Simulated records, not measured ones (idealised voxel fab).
Proc. module: voxel gate over fins
This is section cut - it's 245 nm across, gridded in 5 nm square cells.
Reading order for cross-sections: top band down to bottom band. Underlying form: a grid of square cells. Band size: one or more rows of cells. Band entry format. Leading values: height of top, height of bottom, nm. Remainder: materials in left-to-right order, each with its width in nm. Special words: "throughout" on a single material, which then fills the band edge to edge; "blank", empty space. Counting heights begins at 0, where everything beneath is, in the wafer as received, one material. The lowest band has no bottom; it goes on downwards, as "0 down" shows. Think of "30..40" as a width that walks from the first number to the second as you go down the band, top row to bottom row, taking equal-sized steps from row to row. What does "nothing changed" mean for a step? It means no cell of the cross-section changed in that step. The list in "Enclosed empty spaces" covers empty spaces of 8 cells or more that cannot reach the top through any open way, and it gives each as width x height at distance; the distance is from the left edge, and width, height and distance are in nm. Past the settings on a step's line: simulator remark, on that step. "overlay nm", when on a step's line for a step with a mask, measures how far to the right of its planned place the mask lay; a negative measure means to the left.
[These are the steps we planned for the process]
| 1 | RECEIVE: material Si |
| 2 | CONFORMAL_DEP: material SiN, thk nm 5 |
| 3 | PATTERN: tone cover, mask id FINS, material resist, width nm 15, pitch nm 35, thk nm 15, overlay nm 0 |
| 4 | DIRECTIONAL_ETCH: etch materials SiN, depth nm 5 |
| 5 | DIRECTIONAL_ETCH: etch materials Si, depth nm 40 |
| 6 | STRIP: etch materials resist |
| 7 | FILL_DEP: material SiO2, thk nm 10 |
| 8 | CMP: height nm 5 |
| 9 | SELECTIVE_ETCH: etch materials SiO2, depth nm 15 |
| 10 | STRIP: etch materials SiN |
| 11 | CONFORMAL_DEP: material HfO2, thk nm 5 |
| 12 | CONFORMAL_DEP: material TiN, thk nm 5 |
| 13 | FILL_DEP: material W, thk nm 15 |
| 14 | CMP: height nm 20 |
| 15 | CONFORMAL_DEP: material SiCN, thk nm 5 |
[first wafer, as planned]
[Cross-section of the wafer upon arrival, representing the state reached after step 1]
- 0 down | Si throughout
- Enclosed empty spaces: none
[Presented here is a cross-section of the wafer after step 2 has been performed]
- 5 to 0 | SiN throughout
- Below a height of 0, the structure has not been altered.
[Presented here is a cross-section of the wafer after step 3 has been performed]
- 20 to 5 | blank 60 nm, then resist 15 nm, then blank 20 nm, then resist 15 nm, then blank 20 nm, then resist 15 nm, then blank 20 nm, then resist 15 nm, then blank 65 nm
- Below a height of 5, the structure has not been altered.
[Presented here is a cross-section of the wafer after step 4 has been performed]
- 20 to 5 | blank 60 nm, then resist 15 nm, then blank 20 nm, then resist 15 nm, then blank 20 nm, then resist 15 nm, then blank 20 nm, then resist 15 nm, then blank 65 nm
- 5 to 0 | blank 60 nm, then SiN 15 nm, then blank 20 nm, then SiN 15 nm, then blank 20 nm, then SiN 15 nm, then blank 20 nm, then SiN 15 nm, then blank 65 nm
- Below a height of 0, the structure has not been altered.
[Presented here is a cross-section of the wafer after step 5 has been performed]
- 20 to 5 | blank 60 nm, then resist 15 nm, then blank 20 nm, then resist 15 nm, then blank 20 nm, then resist 15 nm, then blank 20 nm, then resist 15 nm, then blank 65 nm
- 5 to 0 | blank 60 nm, then SiN 15 nm, then blank 20 nm, then SiN 15 nm, then blank 20 nm, then SiN 15 nm, then blank 20 nm, then SiN 15 nm, then blank 65 nm
- 0 to -40 | blank 60 nm, then Si 15 nm, then blank 20 nm, then Si 15 nm, then blank 20 nm, then Si 15 nm, then blank 20 nm, then Si 15 nm, then blank 65 nm
- Below a height of -40, the structure has not been altered.
[Presented here is a cross-section of the wafer after step 6 has been performed]
- 5 to 0 | blank 60 nm, then SiN 15 nm, then blank 20 nm, then SiN 15 nm, then blank 20 nm, then SiN 15 nm, then blank 20 nm, then SiN 15 nm, then blank 65 nm
- Below a height of 0, the structure has not been altered.
[Presented here is a cross-section of the wafer after step 7 has been performed]
- 15 to 5 | SiO2 throughout
- 5 to 0 | SiO2 60 nm, then SiN 15 nm, then SiO2 20 nm, then SiN 15 nm, then SiO2 20 nm, then SiN 15 nm, then SiO2 20 nm, then SiN 15 nm, then SiO2 65 nm
- 0 to -40 | SiO2 60 nm, then Si 15 nm, then SiO2 20 nm, then Si 15 nm, then SiO2 20 nm, then Si 15 nm, then SiO2 20 nm, then Si 15 nm, then SiO2 65 nm
- Below a height of -40, the structure has not been altered.
[Presented here is a cross-section of the wafer after step 8 has been performed]
- 5 to 0 | SiO2 60 nm, then SiN 15 nm, then SiO2 20 nm, then SiN 15 nm, then SiO2 20 nm, then SiN 15 nm, then SiO2 20 nm, then SiN 15 nm, then SiO2 65 nm
- Below a height of 0, the structure has not been altered.
[Presented here is a cross-section of the wafer after step 9 has been performed]
- 5 to 0 | blank 60 nm, then SiN 15 nm, then blank 20 nm, then SiN 15 nm, then blank 20 nm, then SiN 15 nm, then blank 20 nm, then SiN 15 nm, then blank 65 nm
- 0 to -10 | blank 60 nm, then Si 15 nm, then blank 20 nm, then Si 15 nm, then blank 20 nm, then Si 15 nm, then blank 20 nm, then Si 15 nm, then blank 65 nm
- Below a height of -10, the structure has not been altered.
[Presented here is a cross-section of the wafer after step 10 has been performed]
- 0 to -10 | blank 60 nm, then Si 15 nm, then blank 20 nm, then Si 15 nm, then blank 20 nm, then Si 15 nm, then blank 20 nm, then Si 15 nm, then blank 65 nm
- Below a height of -10, the structure has not been altered.
[Presented here is a cross-section of the wafer after step 11 has been performed]
- 5 to 0 | blank 55 nm, then HfO2 25 nm, then blank 10 nm, then HfO2 25 nm, then blank 10 nm, then HfO2 25 nm, then blank 10 nm, then HfO2 25 nm, then blank 60 nm
- 0 to -5 | blank 55 nm, then HfO2 5 nm, then Si 15 nm, then HfO2 5 nm, then blank 10 nm, then HfO2 5 nm, then Si 15 nm, then HfO2 5 nm, then blank 10 nm, then HfO2 5 nm, then Si 15 nm, then HfO2 5 nm, then blank 10 nm, then HfO2 5 nm, then Si 15 nm, then HfO2 5 nm, then blank 60 nm
- -5 to -10 | HfO2 60 nm, then Si 15 nm, then HfO2 20 nm, then Si 15 nm, then HfO2 20 nm, then Si 15 nm, then HfO2 20 nm, then Si 15 nm, then HfO2 65 nm
- Below a height of -10, the structure has not been altered.
[Presented here is a cross-section of the wafer after step 12 has been performed]
- 10 to 5 | blank 50 nm, then TiN 140 nm, then blank 55 nm
- 5 to 0 | blank 50 nm, then TiN 5 nm, then HfO2 25 nm, then TiN 10 nm, then HfO2 25 nm, then TiN 10 nm, then HfO2 25 nm, then TiN 10 nm, then HfO2 25 nm, then TiN 5 nm, then blank 55 nm
- 0 to -5 | TiN 55 nm, then HfO2 5 nm, then Si 15 nm, then HfO2 5 nm, then TiN 10 nm, then HfO2 5 nm, then Si 15 nm, then HfO2 5 nm, then TiN 10 nm, then HfO2 5 nm, then Si 15 nm, then HfO2 5 nm, then TiN 10 nm, then HfO2 5 nm, then Si 15 nm, then HfO2 5 nm, then TiN 60 nm
- Below a height of -5, the structure has not been altered.
[Presented here is a cross-section of the wafer after step 13 has been performed]
- 25 to 10 | W throughout
- 10 to 5 | W 50 nm, then TiN 140 nm, then W 55 nm
- 5 to 0 | W 50 nm, then TiN 5 nm, then HfO2 25 nm, then TiN 10 nm, then HfO2 25 nm, then TiN 10 nm, then HfO2 25 nm, then TiN 10 nm, then HfO2 25 nm, then TiN 5 nm, then W 55 nm
- Below a height of 0, the structure has not been altered.
[Presented here is a cross-section of the wafer after step 14 has been performed]
- 20 to 10 | W throughout
- Below a height of 10, the structure has not been altered.
[Presented here is a cross-section of the wafer after step 15 has been performed]
- 25 to 20 | SiCN throughout
- Below a height of 20, the structure has not been altered.
[The second wafer: identical to the first at the outset and in its planned sequence, differing only in that one mistake was made during processing; up to and including step 2, its path is the first wafer's path]
[Cross-section, second wafer, at the end time the plan gives for step 3]
- 20 to 5 | resist 60 nm, then blank 15 nm, then resist 20 nm, then blank 15 nm, then resist 20 nm, then blank 15 nm, then resist 20 nm, then blank 15 nm, then resist 65 nm
- Below a height of 5, the structure has not been altered.
[Cross-section, second wafer, at the end time the plan gives for step 4]
- 20 to 5 | resist 60 nm, then blank 15 nm, then resist 20 nm, then blank 15 nm, then resist 20 nm, then blank 15 nm, then resist 20 nm, then blank 15 nm, then resist 65 nm
- 5 to 0 | SiN 60 nm, then blank 15 nm, then SiN 20 nm, then blank 15 nm, then SiN 20 nm, then blank 15 nm, then SiN 20 nm, then blank 15 nm, then SiN 65 nm
- Below a height of 0, the structure has not been altered.
[Cross-section, second wafer, at the end time the plan gives for step 5]
- 20 to 5 | resist 60 nm, then blank 15 nm, then resist 20 nm, then blank 15 nm, then resist 20 nm, then blank 15 nm, then resist 20 nm, then blank 15 nm, then resist 65 nm
- 5 to 0 | SiN 60 nm, then blank 15 nm, then SiN 20 nm, then blank 15 nm, then SiN 20 nm, then blank 15 nm, then SiN 20 nm, then blank 15 nm, then SiN 65 nm
- 0 to -40 | Si 60 nm, then blank 15 nm, then Si 20 nm, then blank 15 nm, then Si 20 nm, then blank 15 nm, then Si 20 nm, then blank 15 nm, then Si 65 nm
- Below a height of -40, the structure has not been altered.
[Cross-section, second wafer, at the end time the plan gives for step 6]
- 5 to 0 | SiN 60 nm, then blank 15 nm, then SiN 20 nm, then blank 15 nm, then SiN 20 nm, then blank 15 nm, then SiN 20 nm, then blank 15 nm, then SiN 65 nm
- Below a height of 0, the structure has not been altered.
[Cross-section, second wafer, at the end time the plan gives for step 7]
- 15 to 5 | SiO2 throughout
- 5 to 0 | SiN 60 nm, then SiO2 15 nm, then SiN 20 nm, then SiO2 15 nm, then SiN 20 nm, then SiO2 15 nm, then SiN 20 nm, then SiO2 15 nm, then SiN 65 nm
- 0 to -40 | Si 60 nm, then SiO2 15 nm, then Si 20 nm, then SiO2 15 nm, then Si 20 nm, then SiO2 15 nm, then Si 20 nm, then SiO2 15 nm, then Si 65 nm
- Below a height of -40, the structure has not been altered.
[Cross-section, second wafer, at the end time the plan gives for step 8]
- 5 to 0 | SiN 60 nm, then SiO2 15 nm, then SiN 20 nm, then SiO2 15 nm, then SiN 20 nm, then SiO2 15 nm, then SiN 20 nm, then SiO2 15 nm, then SiN 65 nm
- Below a height of 0, the structure has not been altered.
[Cross-section, second wafer, at the end time the plan gives for step 9]
- 5 to 0 | SiN 60 nm, then blank 15 nm, then SiN 20 nm, then blank 15 nm, then SiN 20 nm, then blank 15 nm, then SiN 20 nm, then blank 15 nm, then SiN 65 nm
- 0 to -10 | Si 60 nm, then blank 15 nm, then Si 20 nm, then blank 15 nm, then Si 20 nm, then blank 15 nm, then Si 20 nm, then blank 15 nm, then Si 65 nm
- Below a height of -10, the structure has not been altered.
[Cross-section, second wafer, at the end time the plan gives for step 10]
- 0 to -10 | Si 60 nm, then blank 15 nm, then Si 20 nm, then blank 15 nm, then Si 20 nm, then blank 15 nm, then Si 20 nm, then blank 15 nm, then Si 65 nm
- Below a height of -10, the structure has not been altered.
[Cross-section, second wafer, at the end time the plan gives for step 11]
- 5 to 0 | HfO2 65 nm, then blank 5 nm, then HfO2 30 nm, then blank 5 nm, then HfO2 30 nm, then blank 5 nm, then HfO2 30 nm, then blank 5 nm, then HfO2 70 nm
- 0 to -5 | Si 60 nm, then HfO2 5 nm, then blank 5 nm, then HfO2 5 nm, then Si 20 nm, then HfO2 5 nm, then blank 5 nm, then HfO2 5 nm, then Si 20 nm, then HfO2 5 nm, then blank 5 nm, then HfO2 5 nm, then Si 20 nm, then HfO2 5 nm, then blank 5 nm, then HfO2 5 nm, then Si 65 nm
- -5 to -10 | Si 60 nm, then HfO2 15 nm, then Si 20 nm, then HfO2 15 nm, then Si 20 nm, then HfO2 15 nm, then Si 20 nm, then HfO2 15 nm, then Si 65 nm
- Below a height of -10, the structure has not been altered.
[Cross-section, second wafer, at the end time the plan gives for step 12]
- 10 to 5 | TiN throughout
- 5 to 0 | HfO2 65 nm, then TiN 5 nm, then HfO2 30 nm, then TiN 5 nm, then HfO2 30 nm, then TiN 5 nm, then HfO2 30 nm, then TiN 5 nm, then HfO2 70 nm
- 0 to -5 | Si 60 nm, then HfO2 5 nm, then TiN 5 nm, then HfO2 5 nm, then Si 20 nm, then HfO2 5 nm, then TiN 5 nm, then HfO2 5 nm, then Si 20 nm, then HfO2 5 nm, then TiN 5 nm, then HfO2 5 nm, then Si 20 nm, then HfO2 5 nm, then TiN 5 nm, then HfO2 5 nm, then Si 65 nm
- Below a height of -5, the structure has not been altered.
[Cross-section, second wafer, at the end time the plan gives for step 13]
- 25 to 10 | W throughout
- Below a height of 10, the structure has not been altered.
[Cross-section, second wafer, at the end time the plan gives for step 14]
- 20 to 10 | W throughout
- Below a height of 10, the structure has not been altered.
[Cross-section, second wafer, at the end time the plan gives for step 15]
- 25 to 20 | SiCN throughout
- Below a height of 20, the structure has not been altered.
Short version of what went wrong: step 3, actual vs plan mismatch, actual run PATTERN: tone open, mask id FINS, material resist, width nm 15, pitch nm 35, thk nm 15, overlay nm 0
Upon completion, the second wafer contains, in terms of cells, a greater or smaller amount of certain materials than the first wafer: 200 more of Si, 150 fewer of SiO2, 8 fewer of TiN, 42 fewer of W
